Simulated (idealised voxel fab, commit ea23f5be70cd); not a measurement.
Process module, titled voxel released beams
In the cross-section labelled cut, the width is 240 nm and each square cell is 5 nm.
Just so we're on the same page, the cross-sections are grids of square cells, and they're listed out in bands top to bottom, each band one or more rows deep. Basically the band line says how high the top is and how high the bottom is, in nm, and then what's in it from left to right, every material with its width in nm. Empty space shows up as "empty", and if a single material carries "edge to edge" it runs the full band edge to edge. All heights in this document are referenced to 0, defined as the level beneath which the wafer, as received, consists entirely of one material. The lowest band is not bounded below; it extends indefinitely downward and is written in the form "0 down". The notation "30 to 40" denotes a width that varies across the rows of cells in the band, beginning at the first number in the top row, finishing at the second number in the bottom row, and changing by an identical amount from each row to the next. Given "no alterations made" for a step, no cell of the cross-section differs between before and after that step. Any empty space of 8 cells or more lacking an open way to the top shows up in "Sealed internal cavities" as width x height at distance, distance from the left edge, in nm. Note: text after step settings on the step line = simulator remark on that step. overlay nm: right-of-plan distance of the mask on a masked step; negative values mean left-of-plan.
-- Process steps - plan
1,RECEIVE: material Si
2,CONFORMAL_DEP: material SiN, thk nm 10
3,DIRECTIONAL_DEP: material SiO2, thk nm 10
4,PATTERN: tone open, mask id ANCHOR, material resist, width nm 45, thk nm 20, overlay nm 0
5,DIRECTIONAL_ETCH: etch materials SiO2, depth nm 10
6,STRIP: etch materials resist
7,CONFORMAL_DEP: material W, thk nm 15
8,MASKED_ETCH: tone cover, mask id BEAM, width nm 105, etch materials W, depth nm 15, overlay nm 0
9,STRIP: etch materials SiO2
-- Cross-sectional view of the wafer in its as-received condition, corresponding to the state after step 1
- 0 down: Si edge to edge
- Sealed internal cavities: none
-- The cross-section shown corresponds to the wafer at the conclusion of the module. The initial structure and the process plan are those presented above; however, one mistake occurred in executing the plan
- 30 to 25: empty 65 nm; W 20 nm; empty 15 nm; W 70 nm; empty 70 nm
- 25 to 15: empty 65 nm; W 105 nm; empty 70 nm
- 15 to 10: empty 70 nm; W 45 nm; empty 125 nm
- 10 to 0: SiN edge to edge
- 0 down: Si edge to edge
- Sealed internal cavities: none
Deviation from plan: step 3, actual vs plan mismatch, actual run DIRECTIONAL_DEP: material SiO2, thk nm 5
